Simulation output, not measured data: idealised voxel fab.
process module | voxel self aligned vias
cross-section cut | 230 nm wide | cells 5 nm
A cross-section is a grid of square cells, given in bands from the top down. A band is one or more rows of cells.
Each band's line starts with the height of the band's top and of its bottom, in nm. Then come its materials from left to right, each with its width in nm. One material with "throughout" fills the band from edge to edge. "air" is empty space.
Height 0 is the level under which the wafer as received is all one material. The lowest band goes on downwards, as in "0 down".
A width such as "30 to 40" changes by the same amount from each row of cells to the next, from the band's top row to its bottom row.
"no change" after a step means that no cell of the cross-section changed.
closed voids: empty space of 8 cells or more with no open way to the top, each as width x height at its distance from the left edge, in nm
after a step's settings: what the simulator itself notes on the step
overlay nm, on a step with a mask: how far to the right of its planned place the mask lay; to the left if negative
plan
1 op RECEIVE | material Si
2 op CONFORMAL_DEP | material SiO2 | thk nm 10
3 op CONFORMAL_DEP | material SiCN | thk nm 5
4 op DIRECTIONAL_DEP | material SiO2 | thk nm 30
5 op DIRECTIONAL_DEP | material aC | thk nm 10
6 op PATTERN | tone open | mask id LINES | material resist | width nm 20 | pitch nm 55 | thk nm 30 | overlay nm 0
7 op DIRECTIONAL_ETCH | etch materials aC | depth nm 10
8 op STRIP | etch materials resist
9 op DIRECTIONAL_ETCH | etch materials SiO2 | depth nm 30
10 op STRIP | etch materials aC
11 op CONFORMAL_DEP | material TiN | thk nm 5
12 op FILL_DEP | material Ru | thk nm 5
13 op CMP | height nm 45
14 op SELECTIVE_ETCH | etch materials W Ru TiN | depth nm 10
15 op FILL_DEP | material SiN | thk nm 10
16 op CMP | height nm 45
17 op DIRECTIONAL_DEP | material SiO2 | thk nm 20
18 op PATTERN | tone open | mask id VIAS | material resist | width nm 40 | pitch nm 110 | thk nm 20 | overlay nm 0
19 op DIRECTIONAL_ETCH | etch materials SiO2 | depth nm 20
20 op DIRECTIONAL_ETCH | etch materials SiN | depth nm 10
21 op STRIP | etch materials resist
22 op CONFORMAL_DEP | material TiN | thk nm 5
23 op FILL_DEP | material Cu | thk nm 10
24 op CMP | height nm 65
25 op CONFORMAL_DEP | material SiN | thk nm 5
as received, after step 1
  0 down: Si throughout
  closed voids: none
first wafer at the end, as planned
  70 to 65: SiN throughout
  65 to 50: SiO2 40 | TiN 5 | Cu 30 | TiN 5 | SiO2 70 | TiN 5 | Cu 30 | TiN 5 | SiO2 40
  50 to 45: SiO2 40 | TiN 15 | Cu 10 | TiN 15 | SiO2 70 | TiN 15 | Cu 10 | TiN 15 | SiO2 40
  45 to 40: SiO2 50 | TiN 5 | Cu 10 | TiN 5 | SiO2 35 | SiN 20 | SiO2 35 | TiN 5 | Cu 10 | TiN 5 | SiO2 50
  40 to 35: SiO2 50 | TiN 20 | SiO2 35 | SiN 20 | SiO2 35 | TiN 20 | SiO2 50
  35 to 20: SiO2 50 | TiN 5 | Ru 10 | TiN 5 | SiO2 35 | TiN 5 | Ru 10 | TiN 5 | SiO2 35 | TiN 5 | Ru 10 | TiN 5 | SiO2 50
  20 to 15: SiO2 50 | TiN 20 | SiO2 35 | TiN 20 | SiO2 35 | TiN 20 | SiO2 50
  15 to 10: SiCN throughout
  10 to 0: SiO2 throughout
  0 down: Si throughout
  closed voids: none
second wafer at the end: like start, like plan, one mistake
  70 to 65: SiN throughout
  65 to 50: SiO2 30 | TiN 5 | Cu 30 | TiN 5 | SiO2 70 | TiN 5 | Cu 30 | TiN 5 | SiO2 50
  50 to 45: SiO2 30 | TiN 25 | Cu 10 | TiN 5 | SiO2 70 | TiN 25 | Cu 10 | TiN 5 | SiO2 50
  45 to 40: SiO2 50 | TiN 5 | Cu 10 | TiN 5 | SiO2 35 | SiN 20 | SiO2 35 | TiN 5 | Cu 10 | TiN 5 | SiO2 50
  40 to 35: SiO2 50 | TiN 20 | SiO2 35 | SiN 20 | SiO2 35 | TiN 20 | SiO2 50
  35 to 20: SiO2 50 | TiN 5 | Ru 10 | TiN 5 | SiO2 35 | TiN 5 | Ru 10 | TiN 5 | SiO2 35 | TiN 5 | Ru 10 | TiN 5 | SiO2 50
  20 to 15: SiO2 50 | TiN 20 | SiO2 35 | TiN 20 | SiO2 35 | TiN 20 | SiO2 50
  15 to 10: SiCN throughout
  10 to 0: SiO2 throughout
  0 down: Si throughout
  closed voids: none
what went wrong: step 18 ran as: op PATTERN | tone open | mask id VIAS | material resist | width nm 40 | pitch nm 110 | thk nm 20 | overlay nm -10
at the end the second wafer has, in cells: as many of each material as the first, in other places
